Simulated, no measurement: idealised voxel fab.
Name of the process module below: voxel wiring stack
Cross-section cut spans 170 nm and uses square cells 5 nm in size.
Bands, listed from the top down, are how a cross-section gets written in this document; the cross-section itself is a grid of square cells, and a band is one or more rows of them.
What a band's entry tells you: where the top is and where the bottom is, as heights in nm, and after that what lies inside, material by material from left to right, each with its width in nm. Empty space is written as the word "blank", and a single material marked with the word "everywhere" occupies the band from edge to edge.
All heights in this document are referenced to 0, defined as the level beneath which the wafer, as received, consists entirely of one material. The lowest band is not bounded below; it extends indefinitely downward and is written in the form "0 and below".
So if you see something like "30 to 40" for the width, read it as the top row of the band sitting at the first number and the bottom row at the second, with every row in between moving by the same amount as the last.
"stayed the same" for a step: no cell of the cross-section changed in that step.
Any empty space of 8 cells or more lacking an open way to the top shows up in "Encapsulated voids" as width x height at distance, distance from the left edge, in nm.
On each step's line, the part that comes after the settings is the simulator's own comment on the step.
Each step line may optionally specify "overlay nm", which for a step with a mask gives the rightward distance between the mask's planned place and where it lay, a negative value indicating the leftward direction.
[Planned step list for the process]
1. RECEIVE,material Si
2. CONFORMAL_DEP,material SiO2,thk nm 15
3. CONFORMAL_DEP,material SiCN,thk nm 5
4. DIRECTIONAL_DEP,material lowk,thk nm 25
5. MASKED_ETCH,tone open,mask id METAL_1,width nm 25,pitch nm 55,etch materials lowk,depth nm 25,overlay nm 0
6. MASKED_ETCH,tone open,mask id METAL_1,width nm 25,pitch nm 55,etch materials SiCN,depth nm 5,overlay nm 0
7. CONFORMAL_DEP,material TiN,thk nm 5
8. FILL_DEP,material Ru,thk nm 10
9. CMP,height nm 45
10. CONFORMAL_DEP,material SiCN,thk nm 5
11. DIRECTIONAL_DEP,material SiO2,thk nm 35
12. PATTERN,tone open,mask id METAL_2_HOLES,material resist,width nm 15,pitch nm 55,thk nm 15,overlay nm 0
13. DIRECTIONAL_ETCH,etch materials SiO2,depth nm 35
14. STRIP,etch materials resist
15. DIRECTIONAL_DEP,material aC,thk nm 10
16. PATTERN,tone open,mask id METAL_2,material resist,width nm 25,pitch nm 55,thk nm 30,overlay nm 0
17. DIRECTIONAL_ETCH,etch materials aC,depth nm 10
18. STRIP,etch materials resist
19. DIRECTIONAL_ETCH,etch materials SiO2,depth nm 20
20. DIRECTIONAL_ETCH,etch materials SiCN,depth nm 5
21. STRIP,etch materials aC
22. CONFORMAL_DEP,material TiN,thk nm 5
23. FILL_DEP,material Cu,thk nm 5
24. CMP,height nm 85
25. CONFORMAL_DEP,material SiCN,thk nm 5
[First wafer, two in total, run as planned]
[Received-state cross-section, reflecting completion of step 1]
	0 and below: Si everywhere
	Encapsulated voids: none
[State of the wafer after step 2, shown in cross-section]
	15 down to 0: SiO2 everywhere
	Unchanged below 0.
[State of the wafer after step 3, shown in cross-section]
	20 down to 15: SiCN everywhere
	Unchanged below 15.
[State of the wafer after step 4, shown in cross-section]
	45 down to 20: lowk everywhere
	Unchanged below 20.
[State of the wafer after step 5, shown in cross-section]
	45 down to 20: lowk 15 nm  blank 25 nm  lowk 30 nm  blank 25 nm  lowk 30 nm  blank 25 nm  lowk 20 nm
	Unchanged below 20.
[State of the wafer after step 6, shown in cross-section]
	45 down to 20: lowk 15 nm  blank 25 nm  lowk 30 nm  blank 25 nm  lowk 30 nm  blank 25 nm  lowk 20 nm
	20 down to 15: SiCN 15 nm  blank 25 nm  SiCN 30 nm  blank 25 nm  SiCN 30 nm  blank 25 nm  SiCN 20 nm
	Unchanged below 15.
[State of the wafer after step 7, shown in cross-section]
	50 down to 45: TiN 20 nm  blank 15 nm  TiN 40 nm  blank 15 nm  TiN 40 nm  blank 15 nm  TiN 25 nm
	45 down to 20: lowk 15 nm  TiN 5 nm  blank 15 nm  TiN 5 nm  lowk 30 nm  TiN 5 nm  blank 15 nm  TiN 5 nm  lowk 30 nm  TiN 5 nm  blank 15 nm  TiN 5 nm  lowk 20 nm
	20 down to 15: SiCN 15 nm  TiN 25 nm  SiCN 30 nm  TiN 25 nm  SiCN 30 nm  TiN 25 nm  SiCN 20 nm
	Unchanged below 15.
[State of the wafer after step 8, shown in cross-section]
	60 down to 50: Ru everywhere
	50 down to 45: TiN 20 nm  Ru 15 nm  TiN 40 nm  Ru 15 nm  TiN 40 nm  Ru 15 nm  TiN 25 nm
	45 down to 20: lowk 15 nm  TiN 5 nm  Ru 15 nm  TiN 5 nm  lowk 30 nm  TiN 5 nm  Ru 15 nm  TiN 5 nm  lowk 30 nm  TiN 5 nm  Ru 15 nm  TiN 5 nm  lowk 20 nm
	Unchanged below 20.
[State of the wafer after step 9, shown in cross-section]
	45 down to 20: lowk 15 nm  TiN 5 nm  Ru 15 nm  TiN 5 nm  lowk 30 nm  TiN 5 nm  Ru 15 nm  TiN 5 nm  lowk 30 nm  TiN 5 nm  Ru 15 nm  TiN 5 nm  lowk 20 nm
	Unchanged below 20.
[State of the wafer after step 10, shown in cross-section]
	50 down to 45: SiCN everywhere
	Unchanged below 45.
[State of the wafer after step 11, shown in cross-section]
	85 down to 50: SiO2 everywhere
	Unchanged below 50.
[State of the wafer after step 12, shown in cross-section]
	100 down to 85: resist 15 nm  blank 15 nm  resist 40 nm  blank 15 nm  resist 40 nm  blank 15 nm  resist 30 nm
	Unchanged below 85.
[State of the wafer after step 13, shown in cross-section]
	100 down to 85: resist 15 nm  blank 15 nm  resist 40 nm  blank 15 nm  resist 40 nm  blank 15 nm  resist 30 nm
	85 down to 50: SiO2 15 nm  blank 15 nm  SiO2 40 nm  blank 15 nm  SiO2 40 nm  blank 15 nm  SiO2 30 nm
	Unchanged below 50.
[State of the wafer after step 14, shown in cross-section]
	85 down to 50: SiO2 15 nm  blank 15 nm  SiO2 40 nm  blank 15 nm  SiO2 40 nm  blank 15 nm  SiO2 30 nm
	Unchanged below 50.
[State of the wafer after step 15, shown in cross-section]
	95 down to 85: aC 15 nm  blank 15 nm  aC 40 nm  blank 15 nm  aC 40 nm  blank 15 nm  aC 30 nm
	85 down to 60: SiO2 15 nm  blank 15 nm  SiO2 40 nm  blank 15 nm  SiO2 40 nm  blank 15 nm  SiO2 30 nm
	60 down to 50: SiO2 15 nm  aC 15 nm  SiO2 40 nm  aC 15 nm  SiO2 40 nm  aC 15 nm  SiO2 30 nm
	Unchanged below 50.
[State of the wafer after step 16, shown in cross-section]
	125 down to 95: resist 15 nm  blank 25 nm  resist 30 nm  blank 25 nm  resist 30 nm  blank 25 nm  resist 20 nm
	Unchanged below 95.
[State of the wafer after step 17, shown in cross-section]
	115 down to 95: resist 15 nm  blank 25 nm  resist 30 nm  blank 25 nm  resist 30 nm  blank 25 nm  resist 20 nm
	95 down to 85: aC 15 nm  blank 25 nm  aC 30 nm  blank 25 nm  aC 30 nm  blank 25 nm  aC 20 nm
	85 down to 50: SiO2 15 nm  blank 15 nm  SiO2 40 nm  blank 15 nm  SiO2 40 nm  blank 15 nm  SiO2 30 nm
	Unchanged below 50.
[State of the wafer after step 18, shown in cross-section]
	95 down to 85: aC 15 nm  blank 25 nm  aC 30 nm  blank 25 nm  aC 30 nm  blank 25 nm  aC 20 nm
	Unchanged below 85.
[State of the wafer after step 19, shown in cross-section]
	95 down to 85: aC 15 nm  blank 25 nm  aC 30 nm  blank 25 nm  aC 30 nm  blank 25 nm  aC 20 nm
	85 down to 65: SiO2 15 nm  blank 25 nm  SiO2 30 nm  blank 25 nm  SiO2 30 nm  blank 25 nm  SiO2 20 nm
	Unchanged below 65.
[State of the wafer after step 20, shown in cross-section]
	95 down to 85: aC 15 nm  blank 25 nm  aC 30 nm  blank 25 nm  aC 30 nm  blank 25 nm  aC 20 nm
	85 down to 65: SiO2 15 nm  blank 25 nm  SiO2 30 nm  blank 25 nm  SiO2 30 nm  blank 25 nm  SiO2 20 nm
	65 down to 50: SiO2 15 nm  blank 15 nm  SiO2 40 nm  blank 15 nm  SiO2 40 nm  blank 15 nm  SiO2 30 nm
	50 down to 45: SiCN 15 nm  blank 15 nm  SiCN 40 nm  blank 15 nm  SiCN 40 nm  blank 15 nm  SiCN 30 nm
	Unchanged below 45.
[State of the wafer after step 21, shown in cross-section]
	85 down to 65: SiO2 15 nm  blank 25 nm  SiO2 30 nm  blank 25 nm  SiO2 30 nm  blank 25 nm  SiO2 20 nm
	Unchanged below 65.
[State of the wafer after step 22, shown in cross-section]
	90 down to 85: TiN 20 nm  blank 15 nm  TiN 40 nm  blank 15 nm  TiN 40 nm  blank 15 nm  TiN 25 nm
	85 down to 70: SiO2 15 nm  TiN 5 nm  blank 15 nm  TiN 5 nm  SiO2 30 nm  TiN 5 nm  blank 15 nm  TiN 5 nm  SiO2 30 nm  TiN 5 nm  blank 15 nm  TiN 5 nm  SiO2 20 nm
	70 down to 65: SiO2 15 nm  TiN 5 nm  blank 5 nm  TiN 15 nm  SiO2 30 nm  TiN 5 nm  blank 5 nm  TiN 15 nm  SiO2 30 nm  TiN 5 nm  blank 5 nm  TiN 15 nm  SiO2 20 nm
	65 down to 50: SiO2 15 nm  TiN 5 nm  blank 5 nm  TiN 5 nm  SiO2 40 nm  TiN 5 nm  blank 5 nm  TiN 5 nm  SiO2 40 nm  TiN 5 nm  blank 5 nm  TiN 5 nm  SiO2 30 nm
	50 down to 45: SiCN 15 nm  TiN 15 nm  SiCN 40 nm  TiN 15 nm  SiCN 40 nm  TiN 15 nm  SiCN 30 nm
	Unchanged below 45.
[State of the wafer after step 23, shown in cross-section]
	95 down to 90: Cu everywhere
	90 down to 85: TiN 20 nm  Cu 15 nm  TiN 40 nm  Cu 15 nm  TiN 40 nm  Cu 15 nm  TiN 25 nm
	85 down to 70: SiO2 15 nm  TiN 5 nm  Cu 15 nm  TiN 5 nm  SiO2 30 nm  TiN 5 nm  Cu 15 nm  TiN 5 nm  SiO2 30 nm  TiN 5 nm  Cu 15 nm  TiN 5 nm  SiO2 20 nm
	70 down to 65: SiO2 15 nm  TiN 5 nm  Cu 5 nm  TiN 15 nm  SiO2 30 nm  TiN 5 nm  Cu 5 nm  TiN 15 nm  SiO2 30 nm  TiN 5 nm  Cu 5 nm  TiN 15 nm  SiO2 20 nm
	65 down to 50: SiO2 15 nm  TiN 5 nm  Cu 5 nm  TiN 5 nm  SiO2 40 nm  TiN 5 nm  Cu 5 nm  TiN 5 nm  SiO2 40 nm  TiN 5 nm  Cu 5 nm  TiN 5 nm  SiO2 30 nm
	Unchanged below 50.
[State of the wafer after step 24, shown in cross-section]
	85 down to 70: SiO2 15 nm  TiN 5 nm  Cu 15 nm  TiN 5 nm  SiO2 30 nm  TiN 5 nm  Cu 15 nm  TiN 5 nm  SiO2 30 nm  TiN 5 nm  Cu 15 nm  TiN 5 nm  SiO2 20 nm
	Unchanged below 70.
[State of the wafer after step 25, shown in cross-section]
	90 down to 85: SiCN everywhere
	Unchanged below 85.
[The second wafer was prepared from the same starting point and under the same plan as the first; its processing contained one mistake, and it remains indistinguishable from the first wafer up to and including step 15]
[Second wafer, cut view, end of step 16 per plan]
	125 down to 95: blank 15 nm  resist 25 nm  blank 30 nm  resist 25 nm  blank 30 nm  resist 25 nm  blank 20 nm
	95 down to 85: aC 15 nm  resist 15 nm  aC 40 nm  resist 15 nm  aC 40 nm  resist 15 nm  aC 30 nm
	85 down to 60: SiO2 15 nm  resist 15 nm  SiO2 40 nm  resist 15 nm  SiO2 40 nm  resist 15 nm  SiO2 30 nm
	Unchanged below 60.
[Second wafer, cut view, end of step 17 per plan]
	115 down to 95: blank 15 nm  resist 25 nm  blank 30 nm  resist 25 nm  blank 30 nm  resist 25 nm  blank 20 nm
	95 down to 85: blank 15 nm  resist 15 nm  aC 10 nm  blank 30 nm  resist 15 nm  aC 10 nm  blank 30 nm  resist 15 nm  aC 10 nm  blank 20 nm
	Unchanged below 85.
[Second wafer, cut view, end of step 18 per plan]
	95 down to 85: blank 30 nm  aC 10 nm  blank 45 nm  aC 10 nm  blank 45 nm  aC 10 nm  blank 20 nm
	85 down to 60: SiO2 15 nm  blank 15 nm  SiO2 40 nm  blank 15 nm  SiO2 40 nm  blank 15 nm  SiO2 30 nm
	Unchanged below 60.
[Second wafer, cut view, end of step 19 per plan]
	95 down to 85: blank 30 nm  aC 10 nm  blank 45 nm  aC 10 nm  blank 45 nm  aC 10 nm  blank 20 nm
	85 down to 65: blank 30 nm  SiO2 10 nm  blank 45 nm  SiO2 10 nm  blank 45 nm  SiO2 10 nm  blank 20 nm
	Unchanged below 65.
Second wafer, cut view, end of step 20 per plan: stayed the same
[Second wafer, cut view, end of step 21 per plan]
	85 down to 65: blank 30 nm  SiO2 10 nm  blank 45 nm  SiO2 10 nm  blank 45 nm  SiO2 10 nm  blank 20 nm
	65 down to 50: SiO2 15 nm  blank 15 nm  SiO2 40 nm  blank 15 nm  SiO2 40 nm  blank 15 nm  SiO2 30 nm
	Unchanged below 50.
[Second wafer, cut view, end of step 22 per plan]
	90 down to 85: blank 25 nm  TiN 20 nm  blank 35 nm  TiN 20 nm  blank 35 nm  TiN 20 nm  blank 15 nm
	85 down to 70: blank 25 nm  TiN 5 nm  SiO2 10 nm  TiN 5 nm  blank 35 nm  TiN 5 nm  SiO2 10 nm  TiN 5 nm  blank 35 nm  TiN 5 nm  SiO2 10 nm  TiN 5 nm  blank 15 nm
	70 down to 65: TiN 20 nm  blank 5 nm  TiN 5 nm  SiO2 10 nm  TiN 35 nm  blank 5 nm  TiN 5 nm  SiO2 10 nm  TiN 35 nm  blank 5 nm  TiN 5 nm  SiO2 10 nm  TiN 20 nm
	65 down to 55: SiO2 15 nm  TiN 5 nm  blank 5 nm  TiN 5 nm  SiO2 40 nm  TiN 5 nm  blank 5 nm  TiN 5 nm  SiO2 40 nm  TiN 5 nm  blank 5 nm  TiN 5 nm  SiO2 30 nm
	55 down to 50: SiO2 15 nm  TiN 15 nm  SiO2 40 nm  TiN 15 nm  SiO2 40 nm  TiN 15 nm  SiO2 30 nm
	Unchanged below 50.
[Second wafer, cut view, end of step 23 per plan]
	95 down to 90: Cu everywhere
	90 down to 85: Cu 25 nm  TiN 20 nm  Cu 35 nm  TiN 20 nm  Cu 35 nm  TiN 20 nm  Cu 15 nm
	85 down to 70: Cu 25 nm  TiN 5 nm  SiO2 10 nm  TiN 5 nm  Cu 35 nm  TiN 5 nm  SiO2 10 nm  TiN 5 nm  Cu 35 nm  TiN 5 nm  SiO2 10 nm  TiN 5 nm  Cu 15 nm
	70 down to 65: TiN 20 nm  Cu 5 nm  TiN 5 nm  SiO2 10 nm  TiN 35 nm  Cu 5 nm  TiN 5 nm  SiO2 10 nm  TiN 35 nm  Cu 5 nm  TiN 5 nm  SiO2 10 nm  TiN 20 nm
	65 down to 55: SiO2 15 nm  TiN 5 nm  Cu 5 nm  TiN 5 nm  SiO2 40 nm  TiN 5 nm  Cu 5 nm  TiN 5 nm  SiO2 40 nm  TiN 5 nm  Cu 5 nm  TiN 5 nm  SiO2 30 nm
	Unchanged below 55.
[Second wafer, cut view, end of step 24 per plan]
	85 down to 70: Cu 25 nm  TiN 5 nm  SiO2 10 nm  TiN 5 nm  Cu 35 nm  TiN 5 nm  SiO2 10 nm  TiN 5 nm  Cu 35 nm  TiN 5 nm  SiO2 10 nm  TiN 5 nm  Cu 15 nm
	Unchanged below 70.
[Second wafer, cut view, end of step 25 per plan]
	90 down to 85: SiCN everywhere
	Unchanged below 85.
Deviation noted in wafer processing: note that step 16 departed from the planned setting and was carried out as PATTERN,tone cover,mask id METAL_2,material resist,width nm 25,pitch nm 55,thk nm 30,overlay nm 0
FYI, end of process, the second wafer has more or fewer cells of some materials than the first: Cu: 36 more, SiCN: 9 more, SiO2: 52 fewer, TiN: 7 more
